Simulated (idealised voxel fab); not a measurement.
process module | voxel air gaps
cross-section cut | 195 nm wide | cells 5 nm
A cross-section is a grid of square cells, given in bands from the top down. A band is one or more rows of cells.
Each band's line starts with the height of the band's top and of its bottom, in nm. Then come its materials from left to right, each with its width in nm. One material with "throughout" fills the band from edge to edge. "air" is empty space.
Height 0 is the level under which the wafer as received is all one material. The lowest band goes on downwards, as in "0 down".
A width such as "30 to 40" changes by the same amount from each row of cells to the next, from the band's top row to its bottom row.
"no change" after a step means that no cell of the cross-section changed.
closed voids: empty space of 8 cells or more with no open way to the top, each as width x height at its distance from the left edge, in nm
after a step's settings: what the simulator itself notes on the step
overlay nm, on a step with a mask: how far to the right of its planned place the mask lay; to the left if negative
plan
1 op RECEIVE | material Si
2 op CONFORMAL_DEP | material SiO2 | thk nm 15
3 op CONFORMAL_DEP | material SiN | thk nm 5
4 op DIRECTIONAL_DEP | material SiO2 | thk nm 40
5 op DIRECTIONAL_DEP | material aC | thk nm 15
6 op PATTERN | tone open | mask id LINES | material resist | width nm 15 | pitch nm 45 | thk nm 35 | overlay nm 0
7 op DIRECTIONAL_ETCH | etch materials aC | depth nm 15
8 op STRIP | etch materials resist
9 op DIRECTIONAL_ETCH | etch materials SiO2 | depth nm 40
10 op STRIP | etch materials aC
11 op CONFORMAL_DEP | material TiN | thk nm 5
12 op FILL_DEP | material W | thk nm 5
13 op CMP | height nm 60
14 op EPI | material Ru | thk nm 10
15 op SELECTIVE_ETCH | etch materials SiO2 | depth nm 50
16 op CONFORMAL_DEP | material SiN | thk nm 5
first wafer, as planned
as received, after step 1
  0 down: Si throughout
  closed voids: none
after step 2
  15 to 0: SiO2 throughout
  below 0: unchanged
after step 3
  20 to 15: SiN throughout
  below 15: unchanged
after step 4
  60 to 20: SiO2 throughout
  below 20: unchanged
after step 5
  75 to 60: aC throughout
  below 60: unchanged
after step 6
  110 to 75: resist 45 | air 15 | resist 30 | air 15 | resist 30 | air 15 | resist 45
  below 75: unchanged
after step 7
  95 to 75: resist 45 | air 15 | resist 30 | air 15 | resist 30 | air 15 | resist 45
  75 to 60: aC 45 | air 15 | aC 30 | air 15 | aC 30 | air 15 | aC 45
  below 60: unchanged
after step 8
  75 to 60: aC 45 | air 15 | aC 30 | air 15 | aC 30 | air 15 | aC 45
  below 60: unchanged
after step 9
  75 to 60: aC 45 | air 15 | aC 30 | air 15 | aC 30 | air 15 | aC 45
  60 to 20: SiO2 45 | air 15 | SiO2 30 | air 15 | SiO2 30 | air 15 | SiO2 45
  below 20: unchanged
after step 10
  60 to 20: SiO2 45 | air 15 | SiO2 30 | air 15 | SiO2 30 | air 15 | SiO2 45
  below 20: unchanged
after step 11
  65 to 60: TiN 50 | air 5 | TiN 40 | air 5 | TiN 40 | air 5 | TiN 50
  60 to 25: SiO2 45 | TiN 5 | air 5 | TiN 5 | SiO2 30 | TiN 5 | air 5 | TiN 5 | SiO2 30 | TiN 5 | air 5 | TiN 5 | SiO2 45
  25 to 20: SiO2 45 | TiN 15 | SiO2 30 | TiN 15 | SiO2 30 | TiN 15 | SiO2 45
  below 20: unchanged
after step 12
  70 to 65: W throughout
  65 to 60: TiN 50 | W 5 | TiN 40 | W 5 | TiN 40 | W 5 | TiN 50
  60 to 25: SiO2 45 | TiN 5 | W 5 | TiN 5 | SiO2 30 | TiN 5 | W 5 | TiN 5 | SiO2 30 | TiN 5 | W 5 | TiN 5 | SiO2 45
  below 25: unchanged
after step 13
  60 to 25: SiO2 45 | TiN 5 | W 5 | TiN 5 | SiO2 30 | TiN 5 | W 5 | TiN 5 | SiO2 30 | TiN 5 | W 5 | TiN 5 | SiO2 45
  below 25: unchanged
after step 14
  70 to 60: air 35 | Ru 35 | air 10 | Ru 35 | air 10 | Ru 35 | air 35
  below 60: unchanged
after step 15
  70 to 60: air 35 | Ru 35 | air 10 | Ru 35 | air 10 | Ru 35 | air 35
  60 to 25: air 45 | TiN 5 | W 5 | TiN 5 | air 30 | TiN 5 | W 5 | TiN 5 | air 30 | TiN 5 | W 5 | TiN 5 | air 45
  25 to 20: air 45 | TiN 15 | air 30 | TiN 15 | air 30 | TiN 15 | air 45
  below 20: unchanged
after step 16
  75 to 70: air 30 | SiN 135 | air 30
  70 to 60: air 30 | SiN 5 | Ru 35 | SiN 10 | Ru 35 | SiN 10 | Ru 35 | SiN 5 | air 30
  60 to 55: air 30 | SiN 15 | TiN 5 | W 5 | TiN 5 | SiN 30 | TiN 5 | W 5 | TiN 5 | SiN 30 | TiN 5 | W 5 | TiN 5 | SiN 15 | air 30
  55 to 25: air 40 | SiN 5 | TiN 5 | W 5 | TiN 5 | SiN 5 | air 20 | SiN 5 | TiN 5 | W 5 | TiN 5 | SiN 5 | air 20 | SiN 5 | TiN 5 | W 5 | TiN 5 | SiN 5 | air 40
  25 to 20: SiN 45 | TiN 15 | SiN 30 | TiN 15 | SiN 30 | TiN 15 | SiN 45
  below 20: unchanged
  closed voids: 20 x 30 at 65; 20 x 30 at 110
second wafer: like start, like plan, one mistake. Through step 2 it matches the first wafer
when step 3 should have ended
  55 to 0: SiO2 throughout
  below 0: unchanged
when step 4 should have ended
  60 to 55: SiN throughout
  below 55: unchanged
when step 5 should have ended
  75 to 60: aC throughout
  below 60: unchanged
when step 6 should have ended
  110 to 75: resist 45 | air 15 | resist 30 | air 15 | resist 30 | air 15 | resist 45
  below 75: unchanged
when step 7 should have ended
  95 to 75: resist 45 | air 15 | resist 30 | air 15 | resist 30 | air 15 | resist 45
  75 to 60: aC 45 | air 15 | aC 30 | air 15 | aC 30 | air 15 | aC 45
  below 60: unchanged
when step 8 should have ended
  75 to 60: aC 45 | air 15 | aC 30 | air 15 | aC 30 | air 15 | aC 45
  below 60: unchanged
when step 9 should have ended: no change
when step 10 should have ended
  60 to 55: SiN throughout
  below 55: unchanged
when step 11 should have ended
  65 to 60: TiN throughout
  below 60: unchanged
when step 12 should have ended
  70 to 65: W throughout
  below 65: unchanged
when step 13 should have ended
  60 to 55: SiN throughout
  below 55: unchanged
when step 14 should have ended: no change
when step 15 should have ended: no change
when step 16 should have ended
  65 to 55: SiN throughout
  below 55: unchanged
what went wrong: steps 3 and 4 were swapped
at the end the second wafer has, in cells: 42 fewer of Ru | 84 fewer of SiN | 312 more of SiO2 | 51 fewer of TiN | 21 fewer of W
closed voids at the end (first wafer, second wafer): 2, 0
